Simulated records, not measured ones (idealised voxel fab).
The document below concerns the process module designated voxel gate over fins.
Section cut is 205 nm wide and gridded with 5 nm square cells.
This document writes a cross-section as a grid whose cells are square, and gives it as bands, listed from the top down; one or more rows of cells form a band. Per band: top height and bottom height in nm, followed by the left-to-right materials and their widths in nm; "throughout" marks a single material spanning edge to edge, "empty" marks empty space. It should be noted that heights are counted from 0, beneath which the wafer as supplied is of one material throughout, and that the lowest band possesses no lower boundary but continues downward, as written in "top 0, no bottom". The width entry "30 to 40" should be interpreted row by row: the top row of cells in the band takes the first number, the bottom row takes the second number, and the change between adjacent rows is uniform throughout. The designation "changes: none", where it is given for a processing step, indicates that no cell of the cross-section was altered in the course of that step. "Unvented cavities": empty spaces of 8 cells or more with no open way to the top, each given as width x height at distance, distance from the left edge, all in nm. Whatever follows a step's settings on its line is a remark the simulator itself makes about that step. The optional step-line setting "overlay nm" applies to steps with a mask and quantifies how far to the right of its planned location the mask lay, a negative value indicating leftward placement.

Set out below are the planned steps of the process
| 1 | op RECEIVE | material Si |
| 2 | op CONFORMAL_DEP | material SiN | thk nm 10 |
| 3 | op DIRECTIONAL_DEP | material aC | thk nm 10 |
| 4 | op PATTERN | tone cover | mask id FINS | material resist | width nm 15 | pitch nm 40 | thk nm 25 | overlay nm 0 |
| 5 | op DIRECTIONAL_ETCH | etch materials aC | depth nm 10 |
| 6 | op STRIP | etch materials resist |
| 7 | op DIRECTIONAL_ETCH | etch materials SiN | depth nm 10 |
| 8 | op DIRECTIONAL_ETCH | etch materials Si | depth nm 40 |
| 9 | op STRIP | etch materials aC |
| 10 | op OXIDIZE | depth nm 5 |
| 11 | op FILL_DEP | material SiO2 | thk nm 15 |
| 12 | op CMP | height nm 10 |
| 13 | op SELECTIVE_ETCH | etch materials SiO2 | depth nm 20 |
| 14 | op STRIP | etch materials SiN |
| 15 | op CONFORMAL_DEP | material HfO2 | thk nm 5 |
| 16 | op CONFORMAL_DEP | material TiN | thk nm 5 |
| 17 | op FILL_DEP | material W | thk nm 10 |
| 18 | op CMP | height nm 15 |
| 19 | op CONFORMAL_DEP | material SiCN | thk nm 5 |

as received, after step 1
> top 0, no bottom  Si throughout
> Unvented cavities: none

first wafer at the end, as planned
> top 20, bottom 15  SiCN throughout
> top 15, bottom 10  W throughout
> top 10, bottom 5  W=30  TiN=25  W=15  TiN=25  W=15  TiN=25  W=15  TiN=25  W=30
> top 5, bottom 0  W=30  TiN=5  HfO2=15  TiN=5  W=15  TiN=5  HfO2=15  TiN=5  W=15  TiN=5  HfO2=15  TiN=5  W=15  TiN=5  HfO2=15  TiN=5  W=30
> top 0, bottom -5  TiN=35  HfO2=5  Si=5  HfO2=5  TiN=25  HfO2=5  Si=5  HfO2=5  TiN=25  HfO2=5  Si=5  HfO2=5  TiN=25  HfO2=5  Si=5  HfO2=5  TiN=35
> top -5, bottom -10  HfO2=40  Si=5  HfO2=35  Si=5  HfO2=35  Si=5  HfO2=35  Si=5  HfO2=40
> top -10, bottom -45  SiO2=40  Si=5  SiO2=35  Si=5  SiO2=35  Si=5  SiO2=35  Si=5  SiO2=40
> top -45, no bottom  Si throughout
> Unvented cavities: none

Cross-section, second wafer: same start as the first, same plan as the first, one mistake in running it; taken at the end of the module
> top 20, bottom 15  SiCN throughout
> top 15, bottom 10  W throughout
> top 10, bottom 5  W=30  HfO2=25  W=15  HfO2=25  W=15  HfO2=25  W=15  HfO2=25  W=30
> top 5, bottom 0  W=30  HfO2=5  TiN=15  HfO2=5  W=15  HfO2=5  TiN=15  HfO2=5  W=15  HfO2=5  TiN=15  HfO2=5  W=15  HfO2=5  TiN=15  HfO2=5  W=30
> top 0, bottom -5  HfO2=35  TiN=5  Si=5  TiN=5  HfO2=25  TiN=5  Si=5  TiN=5  HfO2=25  TiN=5  Si=5  TiN=5  HfO2=25  TiN=5  Si=5  TiN=5  HfO2=35
> top -5, bottom -10  TiN=40  Si=5  TiN=35  Si=5  TiN=35  Si=5  TiN=35  Si=5  TiN=40
> top -10, bottom -45  SiO2=40  Si=5  SiO2=35  Si=5  SiO2=35  Si=5  SiO2=35  Si=5  SiO2=40
> top -45, no bottom  Si throughout
> Unvented cavities: none
what went wrong: plan steps 15 and 16 run swapped
Same inventory, different map: at the end, the second wafer holds as many cells of each material as the first, placed elsewhere.
